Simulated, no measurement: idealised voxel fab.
process module | voxel self aligned vias
cross-section cut | 245 nm wide | cells 5 nm
A cross-section is a grid of square cells, given in bands from the top down. A band is one or more rows of cells.
Each band's line starts with the height of the band's top and of its bottom, in nm. Then come its materials from left to right, each with its width in nm. One material with "throughout" fills the band from edge to edge. "air" is empty space.
Height 0 is the level under which the wafer as received is all one material. The lowest band goes on downwards, as in "0 down".
A width such as "30 to 40" changes by the same amount from each row of cells to the next, from the band's top row to its bottom row.
"no change" after a step means that no cell of the cross-section changed.
closed voids: empty space of 8 cells or more with no open way to the top, each as width x height at its distance from the left edge, in nm
after a step's settings: what the simulator itself notes on the step
overlay nm, on a step with a mask: how far to the right of its planned place the mask lay; to the left if negative
plan
1 op RECEIVE | material Si
2 op CONFORMAL_DEP | material SiO2 | thk nm 10
3 op CONFORMAL_DEP | material SiCN | thk nm 5
4 op DIRECTIONAL_DEP | material lowk | thk nm 25
5 op DIRECTIONAL_DEP | material aC | thk nm 15
6 op PATTERN | tone open | mask id LINES | material resist | width nm 25 | pitch nm 60 | thk nm 35 | overlay nm 0
7 op DIRECTIONAL_ETCH | etch materials aC | depth nm 15
8 op STRIP | etch materials resist
9 op DIRECTIONAL_ETCH | etch materials lowk | depth nm 25
10 op STRIP | etch materials aC
11 op CONFORMAL_DEP | material TiN | thk nm 5
12 op FILL_DEP | material W | thk nm 5
13 op CMP | height nm 40
14 op SELECTIVE_ETCH | etch materials W Ru TiN | depth nm 5
15 op FILL_DEP | material SiN | thk nm 10
16 op CMP | height nm 40
17 op DIRECTIONAL_DEP | material lowk | thk nm 20
18 op DIRECTIONAL_DEP | material aC | thk nm 10
19 op PATTERN | tone open | mask id VIAS | material resist | width nm 35 | pitch nm 60 | thk nm 25 | overlay nm 0
20 op DIRECTIONAL_ETCH | etch materials aC | depth nm 10
21 op STRIP | etch materials resist
22 op DIRECTIONAL_ETCH | etch materials lowk | depth nm 20
23 op DIRECTIONAL_ETCH | etch materials SiN | depth nm 5
24 op STRIP | etch materials aC
25 op CONFORMAL_DEP | material TiN | thk nm 5
26 op FILL_DEP | material Ru | thk nm 10
27 op CMP | height nm 60
28 op CONFORMAL_DEP | material SiN | thk nm 5
as received, after step 1
  0 down: Si throughout
  closed voids: none
a wafer at the end: this start, this plan, one mistake
  65 to 60: SiN throughout
  60 to 45: lowk 85 | TiN 5 | Ru 25 | TiN 5 | lowk 25 | TiN 5 | Ru 25 | TiN 5 | lowk 65
  45 to 40: lowk 85 | TiN 5 | Ru 10 | TiN 20 | lowk 25 | TiN 5 | Ru 10 | TiN 20 | lowk 65
  40 to 35: lowk 80 | SiN 5 | TiN 20 | lowk 35 | SiN 5 | TiN 20 | lowk 80
  35 to 20: lowk 80 | TiN 5 | W 15 | TiN 5 | lowk 35 | TiN 5 | W 15 | TiN 5 | lowk 80
  20 to 15: lowk 80 | TiN 25 | lowk 35 | TiN 25 | lowk 80
  15 to 10: SiCN throughout
  10 to 0: SiO2 throughout
  0 down: Si throughout
  closed voids: none
what went wrong: step 19 ran as: op PATTERN | tone open | mask id VIAS | material resist | width nm 35 | pitch nm 60 | thk nm 25 | overlay nm 10
